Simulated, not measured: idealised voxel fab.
process module | voxel self aligned vias
cross-section cut | 255 nm wide | cells 5 nm
A cross-section is a grid of square cells, given in bands from the top down. A band is one or more rows of cells.
Each band's line starts with the height of the band's top and of its bottom, in nm. Then come its materials from left to right, each with its width in nm. One material with "throughout" fills the band from edge to edge. "air" is empty space.
Height 0 is the level under which the wafer as received is all one material. The lowest band goes on downwards, as in "0 down".
A width such as "30 to 40" changes by the same amount from each row of cells to the next, from the band's top row to its bottom row.
"no change" after a step means that no cell of the cross-section changed.
closed voids: empty space of 8 cells or more with no open way to the top, each as width x height at its distance from the left edge, in nm
after a step's settings: what the simulator itself notes on the step
overlay nm, on a step with a mask: how far to the right of its planned place the mask lay; to the left if negative
plan
1 op RECEIVE | material Si
2 op CONFORMAL_DEP | material SiO2 | thk nm 10
3 op CONFORMAL_DEP | material SiCN | thk nm 5
4 op DIRECTIONAL_DEP | material lowk | thk nm 25
5 op PATTERN | tone open | mask id LINES | material resist | width nm 25 | pitch nm 55 | thk nm 20 | overlay nm 0
6 op DIRECTIONAL_ETCH | etch materials lowk | depth nm 25
7 op STRIP | etch materials resist
8 op CONFORMAL_DEP | material TiN | thk nm 5
9 op FILL_DEP | material Ru | thk nm 10
10 op CMP | height nm 40
11 op SELECTIVE_ETCH | etch materials W Ru TiN | depth nm 5
12 op FILL_DEP | material SiN | thk nm 10
13 op CMP | height nm 40
14 op DIRECTIONAL_DEP | material lowk | thk nm 15
15 op DIRECTIONAL_DEP | material aC | thk nm 15
16 op PATTERN | tone open | mask id VIAS | material resist | width nm 35 | pitch nm 55 | thk nm 30 | overlay nm 0
17 op DIRECTIONAL_ETCH | etch materials aC | depth nm 15
18 op STRIP | etch materials resist
19 op DIRECTIONAL_ETCH | etch materials lowk | depth nm 15
20 op DIRECTIONAL_ETCH | etch materials SiN | depth nm 5
21 op STRIP | etch materials aC
22 op CONFORMAL_DEP | material TiN | thk nm 5
23 op FILL_DEP | material Cu | thk nm 10
24 op CMP | height nm 55
25 op CONFORMAL_DEP | material SiCN | thk nm 5
as received, after step 1
  0 down: Si throughout
  closed voids: none
first wafer at the end, as planned
  60 to 55: SiCN throughout
  55 to 45: lowk 80 | TiN 5 | Cu 25 | TiN 5 | lowk 20 | TiN 5 | Cu 25 | TiN 5 | lowk 85
  45 to 40: lowk 80 | TiN 10 | Cu 15 | TiN 10 | lowk 20 | TiN 10 | Cu 15 | TiN 10 | lowk 85
  40 to 35: lowk 85 | TiN 25 | lowk 30 | TiN 25 | lowk 90
  35 to 20: lowk 85 | TiN 5 | Ru 15 | TiN 5 | lowk 30 | TiN 5 | Ru 15 | TiN 5 | lowk 90
  20 to 15: lowk 85 | TiN 25 | lowk 30 | TiN 25 | lowk 90
  15 to 10: SiCN throughout
  10 to 0: SiO2 throughout
  0 down: Si throughout
  closed voids: none
second wafer at the end: like start, like plan, one mistake
  60 to 55: SiCN throughout
  55 to 45: lowk 80 | TiN 5 | Cu 25 | TiN 5 | lowk 20 | TiN 5 | Cu 25 | TiN 5 | lowk 85
  45 to 40: lowk 80 | TiN 10 | Cu 15 | TiN 10 | lowk 20 | TiN 10 | Cu 15 | TiN 10 | lowk 85
  40 to 35: lowk 85 | TiN 25 | lowk 30 | TiN 25 | lowk 90
  35 to 25: lowk 85 | TiN 5 | Ru 15 | TiN 5 | lowk 30 | TiN 5 | Ru 15 | TiN 5 | lowk 90
  25 to 20: lowk 85 | TiN 25 | lowk 30 | TiN 25 | lowk 90
  20 to 15: SiCN throughout
  15 to 0: SiO2 throughout
  0 down: Si throughout
  closed voids: none
what went wrong: step 2 ran as: op CONFORMAL_DEP | material SiO2 | thk nm 15
at the end the second wafer has, in cells: 6 fewer of Ru | 51 more of SiO2 | 4 fewer of TiN | 41 fewer of lowk
